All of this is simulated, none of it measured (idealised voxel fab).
voxel self aligned vias: a process module
This is section cut - it's 225 nm across, gridded in 5 nm square cells.
Think of the cross-section as a grid of square cells. We describe it in bands, top to bottom, and each band covers one or more rows of those cells.
It is stipulated that each band's entry specify, in nanometres, the height of the top of the band and then that of its bottom, followed by the materials of the band in left-to-right sequence, each together with its width in nanometres. A single material marked by the word "everywhere" is understood to fill the band from edge to edge; the word "blank" is understood to denote empty space.
Measure heights from 0. That's the level where, below it, the as-received wafer is all one material. The lowest band is bottomless and extends downward; write it as in "0 down".
Quick explanation for "30..40": the width changes in equal steps down the rows of cells, from the first number in the band's top row to the second number in its bottom row.
A step reported as "nothing different" is a step in which no cell of the cross-section changed.
Each empty space that has no open way to the top and spans at least 8 cells appears under "Tabulated closed voids" as width x height at distance, the distance counted from the left edge, all in nm.
The remark found on a step's line after its settings is issued by the simulator itself and pertains to that step.
overlay nm: for a step with a mask, the amount by which the mask lay right of where it was planned; a negative amount means left of it.
The steps planned for the process are as follows:
1) RECEIVE,material Si
2) CONFORMAL_DEP,material SiO2,thk nm 10
3) CONFORMAL_DEP,material SiCN,thk nm 5
4) DIRECTIONAL_DEP,material SiO2,thk nm 20
5) MASKED_ETCH,tone open,mask id LINES,width nm 30,pitch nm 70,etch materials SiO2,depth nm 20,overlay nm 0
6) CONFORMAL_DEP,material TiN,thk nm 5
7) FILL_DEP,material W,thk nm 5
8) CMP,height nm 35
9) SELECTIVE_ETCH,etch materials W Ru TiN,depth nm 10
10) FILL_DEP,material SiN,thk nm 5
11) CMP,height nm 35
12) DIRECTIONAL_DEP,material SiO2,thk nm 20
13) DIRECTIONAL_DEP,material aC,thk nm 10
14) PATTERN,tone open,mask id VIAS,material resist,width nm 40,pitch nm 140,thk nm 25,overlay nm 0
15) DIRECTIONAL_ETCH,etch materials aC,depth nm 10
16) STRIP,etch materials resist
17) DIRECTIONAL_ETCH,etch materials SiO2,depth nm 20
18) DIRECTIONAL_ETCH,etch materials SiN,depth nm 10
19) STRIP,etch materials aC
20) CONFORMAL_DEP,material TiN,thk nm 5
21) FILL_DEP,material Ru,thk nm 5
22) CMP,height nm 55
23) CONFORMAL_DEP,material SiCN,thk nm 5
Cross-section of the wafer at receipt, which is the condition after step 1:
    0 down: Si everywhere
    Tabulated closed voids: none
The cross-section shown corresponds to the wafer at the conclusion of the module. The initial structure and the process plan are those presented above; however, one mistake occurred in executing the plan:
    60 to 55: SiCN everywhere
    55 to 40: SiO2=20, TiN=5, Ru=30, TiN=5, SiO2=100, TiN=5, Ru=30, TiN=5, SiO2=25
    40 to 35: SiO2=20, TiN=5, Ru=20, TiN=15, SiO2=100, TiN=5, Ru=20, TiN=15, SiO2=25
    35 to 30: SiO2=20, TiN=5, Ru=20, TiN=5, SiO2=40, SiN=30, SiO2=40, TiN=5, Ru=20, TiN=5, SiO2=35
    30 to 25: SiO2=20, TiN=30, SiO2=40, SiN=30, SiO2=40, TiN=30, SiO2=35
    25 to 20: SiO2=20, TiN=5, W=20, TiN=5, SiO2=40, TiN=5, W=20, TiN=5, SiO2=40, TiN=5, W=20, TiN=5, SiO2=35
    20 to 15: SiO2=20, TiN=30, SiO2=40, TiN=30, SiO2=40, TiN=30, SiO2=35
    15 to 10: SiCN everywhere
    10 to 0: SiO2 everywhere
    0 down: Si everywhere
    Tabulated closed voids: none
Nonconformance to the process plan: note that step 5 departed from the planned setting and was carried out as MASKED_ETCH,tone open,mask id LINES,width nm 30,pitch nm 70,etch materials SiO2,depth nm 20,overlay nm -5
